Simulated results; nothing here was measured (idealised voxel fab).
voxel air gaps: a process module
Cross-sectional view cut (width: 290 nm; square cell size: 5 nm).
A cross-section is a grid of square cells, given in bands from the top down. A band is one or more rows of cells.
Per band: top height and bottom height in nm, followed by the left-to-right materials and their widths in nm; "throughout" marks a single material spanning edge to edge, "air" marks empty space.
Heights are expressed relative to 0, this being the level below which the as-received wafer comprises one material exclusively. The lowest band is unbounded in the downward direction and is denoted as in "top 0, no bottom".
Width spec "30 to 40" -> top row of cells at first value, bottom row at second value, equal per-row change in between.
Where the words "no modifications" appear for a step, the cross-section shows no cell changed by that step; every cell remained as before.
So "Enclosed void listing" is basically the list of trapped voids: any empty space of 8 cells or more that can't reach the top through an opening. They're written width x height at distance, the distance being from the left edge, and it's all nm.
Anything after a step's settings on that line? It's the simulator's own note about the step.
The optional step-line setting "overlay nm" applies to steps with a mask and quantifies how far to the right of its planned location the mask lay, a negative value indicating leftward placement.
Listed below are the process steps as planned:
1: RECEIVE (material Si)
2: CONFORMAL_DEP (material SiO2; thk nm 15)
3: CONFORMAL_DEP (material SiCN; thk nm 5)
4: DIRECTIONAL_DEP (material SiO2; thk nm 40)
5: DIRECTIONAL_DEP (material aC; thk nm 15)
6: PATTERN (tone open; mask id LINES; material resist; width nm 20; pitch nm 45; thk nm 30; overlay nm 0)
7: DIRECTIONAL_ETCH (etch materials aC; depth nm 15)
8: STRIP (etch materials resist)
9: DIRECTIONAL_ETCH (etch materials SiO2; depth nm 40)
10: STRIP (etch materials aC)
11: CONFORMAL_DEP (material TiN; thk nm 5)
12: FILL_DEP (material W; thk nm 5)
13: CMP (height nm 60)
14: EPI (material Ru; thk nm 10)
15: SELECTIVE_ETCH (etch materials SiO2; depth nm 50)
16: CONFORMAL_DEP (material SiCN; thk nm 5)
First out of two wafers; run went to plan:
Cross-section of the wafer upon arrival, representing the state reached after step 1:
- top 0, no bottom | Si throughout
- Enclosed void listing: none
Wafer section view after processing step 2:
- top 15, bottom 0 | SiO2 throughout
- Rest of section, below 0: as before.
Wafer section view after processing step 3:
- top 20, bottom 15 | SiCN throughout
- Rest of section, below 15: as before.
Wafer section view after processing step 4:
- top 60, bottom 20 | SiO2 throughout
- Rest of section, below 20: as before.
Wafer section view after processing step 5:
- top 75, bottom 60 | aC throughout
- Rest of section, below 60: as before.
Wafer section view after processing step 6:
- top 105, bottom 75 | 65 resist / 20 air / 25 resist / 20 air / 25 resist / 20 air / 25 resist / 20 air / 70 resist
- Rest of section, below 75: as before.
Wafer section view after processing step 7:
- top 90, bottom 75 | 65 resist / 20 air / 25 resist / 20 air / 25 resist / 20 air / 25 resist / 20 air / 70 resist
- top 75, bottom 60 | 65 aC / 20 air / 25 aC / 20 air / 25 aC / 20 air / 25 aC / 20 air / 70 aC
- Rest of section, below 60: as before.
Wafer section view after processing step 8:
- top 75, bottom 60 | 65 aC / 20 air / 25 aC / 20 air / 25 aC / 20 air / 25 aC / 20 air / 70 aC
- Rest of section, below 60: as before.
Wafer section view after processing step 9:
- top 75, bottom 60 | 65 aC / 20 air / 25 aC / 20 air / 25 aC / 20 air / 25 aC / 20 air / 70 aC
- top 60, bottom 20 | 65 SiO2 / 20 air / 25 SiO2 / 20 air / 25 SiO2 / 20 air / 25 SiO2 / 20 air / 70 SiO2
- Rest of section, below 20: as before.
Wafer section view after processing step 10:
- top 60, bottom 20 | 65 SiO2 / 20 air / 25 SiO2 / 20 air / 25 SiO2 / 20 air / 25 SiO2 / 20 air / 70 SiO2
- Rest of section, below 20: as before.
Wafer section view after processing step 11:
- top 65, bottom 60 | 70 TiN / 10 air / 35 TiN / 10 air / 35 TiN / 10 air / 35 TiN / 10 air / 75 TiN
- top 60, bottom 25 | 65 SiO2 / 5 TiN / 10 air / 5 TiN / 25 SiO2 / 5 TiN / 10 air / 5 TiN / 25 SiO2 / 5 TiN / 10 air / 5 TiN / 25 SiO2 / 5 TiN / 10 air / 5 TiN / 70 SiO2
- top 25, bottom 20 | 65 SiO2 / 20 TiN / 25 SiO2 / 20 TiN / 25 SiO2 / 20 TiN / 25 SiO2 / 20 TiN / 70 SiO2
- Rest of section, below 20: as before.
Wafer section view after processing step 12:
- top 70, bottom 65 | W throughout
- top 65, bottom 60 | 70 TiN / 10 W / 35 TiN / 10 W / 35 TiN / 10 W / 35 TiN / 10 W / 75 TiN
- top 60, bottom 25 | 65 SiO2 / 5 TiN / 10 W / 5 TiN / 25 SiO2 / 5 TiN / 10 W / 5 TiN / 25 SiO2 / 5 TiN / 10 W / 5 TiN / 25 SiO2 / 5 TiN / 10 W / 5 TiN / 70 SiO2
- Rest of section, below 25: as before.
Wafer section view after processing step 13:
- top 60, bottom 25 | 65 SiO2 / 5 TiN / 10 W / 5 TiN / 25 SiO2 / 5 TiN / 10 W / 5 TiN / 25 SiO2 / 5 TiN / 10 W / 5 TiN / 25 SiO2 / 5 TiN / 10 W / 5 TiN / 70 SiO2
- Rest of section, below 25: as before.
Wafer section view after processing step 14:
- top 70, bottom 60 | 55 air / 40 Ru / 5 air / 40 Ru / 5 air / 40 Ru / 5 air / 40 Ru / 60 air
- Rest of section, below 60: as before.
Wafer section view after processing step 15:
- top 70, bottom 60 | 55 air / 40 Ru / 5 air / 40 Ru / 5 air / 40 Ru / 5 air / 40 Ru / 60 air
- top 60, bottom 25 | 65 air / 5 TiN / 10 W / 5 TiN / 25 air / 5 TiN / 10 W / 5 TiN / 25 air / 5 TiN / 10 W / 5 TiN / 25 air / 5 TiN / 10 W / 5 TiN / 70 air
- top 25, bottom 20 | 65 air / 20 TiN / 25 air / 20 TiN / 25 air / 20 TiN / 25 air / 20 TiN / 70 air
- Rest of section, below 20: as before.
Wafer section view after processing step 16:
- top 75, bottom 70 | 50 air / 185 SiCN / 55 air
- top 70, bottom 60 | 50 air / 5 SiCN / 40 Ru / 5 SiCN / 40 Ru / 5 SiCN / 40 Ru / 5 SiCN / 40 Ru / 5 SiCN / 55 air
- top 60, bottom 55 | 50 air / 15 SiCN / 5 TiN / 10 W / 5 TiN / 25 SiCN / 5 TiN / 10 W / 5 TiN / 25 SiCN / 5 TiN / 10 W / 5 TiN / 25 SiCN / 5 TiN / 10 W / 5 TiN / 15 SiCN / 55 air
- top 55, bottom 25 | 60 air / 5 SiCN / 5 TiN / 10 W / 5 TiN / 5 SiCN / 15 air / 5 SiCN / 5 TiN / 10 W / 5 TiN / 5 SiCN / 15 air / 5 SiCN / 5 TiN / 10 W / 5 TiN / 5 SiCN / 15 air / 5 SiCN / 5 TiN / 10 W / 5 TiN / 5 SiCN / 65 air
- top 25, bottom 20 | 65 SiCN / 20 TiN / 25 SiCN / 20 TiN / 25 SiCN / 20 TiN / 25 SiCN / 20 TiN / 70 SiCN
- Rest of section, below 20: as before.
- Enclosed void listing: 15 x 30 at 90; 15 x 30 at 135; 15 x 30 at 180
It is to be noted that the second wafer proceeded from the same initial state and according to the same plan as the first, although one mistake was committed in its execution; through step 2, inclusive, the two wafers share an identical history:
Second wafer, cut view, end of step 3 per plan:
- top 55, bottom 0 | SiO2 throughout
- Rest of section, below 0: as before.
Second wafer, cut view, end of step 4 per plan:
- top 60, bottom 55 | SiCN throughout
- Rest of section, below 55: as before.
Second wafer, cut view, end of step 5 per plan:
- top 75, bottom 60 | aC throughout
- Rest of section, below 60: as before.
Second wafer, cut view, end of step 6 per plan:
- top 105, bottom 75 | 65 resist / 20 air / 25 resist / 20 air / 25 resist / 20 air / 25 resist / 20 air / 70 resist
- Rest of section, below 75: as before.
Second wafer, cut view, end of step 7 per plan:
- top 90, bottom 75 | 65 resist / 20 air / 25 resist / 20 air / 25 resist / 20 air / 25 resist / 20 air / 70 resist
- top 75, bottom 60 | 65 aC / 20 air / 25 aC / 20 air / 25 aC / 20 air / 25 aC / 20 air / 70 aC
- Rest of section, below 60: as before.
Second wafer, cut view, end of step 8 per plan:
- top 75, bottom 60 | 65 aC / 20 air / 25 aC / 20 air / 25 aC / 20 air / 25 aC / 20 air / 70 aC
- Rest of section, below 60: as before.
Second wafer, cut view, end of step 9 per plan: no modifications
Second wafer, cut view, end of step 10 per plan:
- top 60, bottom 55 | SiCN throughout
- Rest of section, below 55: as before.
Second wafer, cut view, end of step 11 per plan:
- top 65, bottom 60 | TiN throughout
- Rest of section, below 60: as before.
Second wafer, cut view, end of step 12 per plan:
- top 70, bottom 65 | W throughout
- Rest of section, below 65: as before.
Second wafer, cut view, end of step 13 per plan:
- top 60, bottom 55 | SiCN throughout
- Rest of section, below 55: as before.
Second wafer, cut view, end of step 14 per plan: no modifications
Second wafer, cut view, end of step 15 per plan: no modifications
Second wafer, cut view, end of step 16 per plan:
- top 65, bottom 55 | SiCN throughout
- Rest of section, below 55: as before.
Heads up, the wafer didn't run the way we planned it: steps 3 and 4 of the plan were run in the wrong order, each in the other's place
Final cells, second wafer relative to first, materials higher or lower: 64 fewer of Ru, 100 fewer of SiCN, 464 more of SiO2, 72 fewer of TiN, 56 fewer of W
On completion, 0 closed voids are found in the second wafer, whereas the first wafer has 3.
